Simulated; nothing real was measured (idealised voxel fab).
Process module under the name voxel gate over fins
The cross-section shown here is cut; it is 195 nm wide and divided into square cells measuring 5 nm on a side.
A cross-section in this document is a grid of square cells, and it is written down as bands, the top band listed before the ones below it; a band is made up of one or more rows of cells.
Top, bottom (nm), then materials left to right with widths (nm); lone material tagged "full width" fills the whole band edge to edge; "blank" = empty space.
Height datum 0, below which the as-received substrate wafer is one material. Lowest band open at the bottom, running downward: "from 0 down".
Think of "30 to 40" as a width that walks from the first number to the second as you go down the band, top row to bottom row, taking equal-sized steps from row to row.
For the purposes of this document, the phrase "no modifications" attached to a step denotes that no cell within the cross-section was modified by that step.
Entry "Fully enclosed voids" = empty spaces >= 8 cells with no open way to the top; each as width x height at distance, distance from left edge, all nm.
Post-settings text on a step line: simulator's own remark regarding the step.
Each step line may optionally specify "overlay nm", which for a step with a mask gives the rightward distance between the mask's planned place and where it lay, a negative value indicating the leftward direction.
Steps planned for the process
1 RECEIVE,material Si
2 CONFORMAL_DEP,material SiN,thk nm 5
3 PATTERN,tone cover,mask id FINS,material resist,width nm 15,pitch nm 45,thk nm 20,overlay nm 0
4 DIRECTIONAL_ETCH,etch materials SiN,depth nm 5
5 DIRECTIONAL_ETCH,etch materials Si,depth nm 30
6 STRIP,etch materials resist
7 OXIDIZE,depth nm 5
8 FILL_DEP,material SiO2,thk nm 5
9 CMP,height nm 5
10 SELECTIVE_ETCH,etch materials SiO2,depth nm 20
11 STRIP,etch materials SiN
12 CONFORMAL_DEP,material HfO2,thk nm 5
13 CONFORMAL_DEP,material TiN,thk nm 5
14 FILL_DEP,material W,thk nm 10
15 CMP,height nm 15
16 CONFORMAL_DEP,material SiN,thk nm 10
Received-state cross-section, reflecting completion of step 1
> from 0 down | Si full width
> Fully enclosed voids: none
Post-module cross-section of the first of two wafers (run per plan)
> from 25 to 15 | SiN full width
> from 15 to 10 | W full width
> from 10 to 5 | W=15, TiN=25, W=20, TiN=25, W=20, TiN=25, W=20, TiN=25, W=20
> from 5 to 0 | W=15, TiN=5, HfO2=15, TiN=5, W=20, TiN=5, HfO2=15, TiN=5, W=20, TiN=5, HfO2=15, TiN=5, W=20, TiN=5, HfO2=15, TiN=5, W=20
> from 0 to -5 | W=15, TiN=5, HfO2=5, Si=5, HfO2=5, TiN=5, W=20, TiN=5, HfO2=5, Si=5, HfO2=5, TiN=5, W=20, TiN=5, HfO2=5, Si=5, HfO2=5, TiN=5, W=20, TiN=5, HfO2=5, Si=5, HfO2=5, TiN=5, W=20
> from -5 to -10 | TiN=20, HfO2=5, Si=5, HfO2=5, TiN=30, HfO2=5, Si=5, HfO2=5, TiN=30, HfO2=5, Si=5, HfO2=5, TiN=30, HfO2=5, Si=5, HfO2=5, TiN=25
> from -10 to -15 | HfO2=25, Si=5, HfO2=40, Si=5, HfO2=40, Si=5, HfO2=40, Si=5, HfO2=30
> from -15 to -35 | SiO2=25, Si=5, SiO2=40, Si=5, SiO2=40, Si=5, SiO2=40, Si=5, SiO2=30
> from -35 down | Si full width
> Fully enclosed voids: none
Second wafer through the module, sectioned at the end: same beginning and same plan as the first wafer, with one mistake in carrying it out
> from 25 to 15 | SiN full width
> from 15 to 5 | W full width
> from 5 to 0 | W=20, TiN=15, W=30, TiN=15, W=30, TiN=15, W=30, TiN=15, W=25
> from 0 to -10 | W=20, TiN=5, Si=5, TiN=5, W=30, TiN=5, Si=5, TiN=5, W=30, TiN=5, Si=5, TiN=5, W=30, TiN=5, Si=5, TiN=5, W=25
> from -10 to -15 | TiN=25, Si=5, TiN=40, Si=5, TiN=40, Si=5, TiN=40, Si=5, TiN=30
> from -15 to -35 | SiO2=25, Si=5, SiO2=40, Si=5, SiO2=40, Si=5, SiO2=40, Si=5, SiO2=30
> from -35 down | Si full width
> Fully enclosed voids: none
Deviation from plan: step 12 of the plan was omitted and not executed
Count the cells at the end and the second wafer has more or fewer of some materials than the first: 63 fewer of HfO2 | 63 more of W
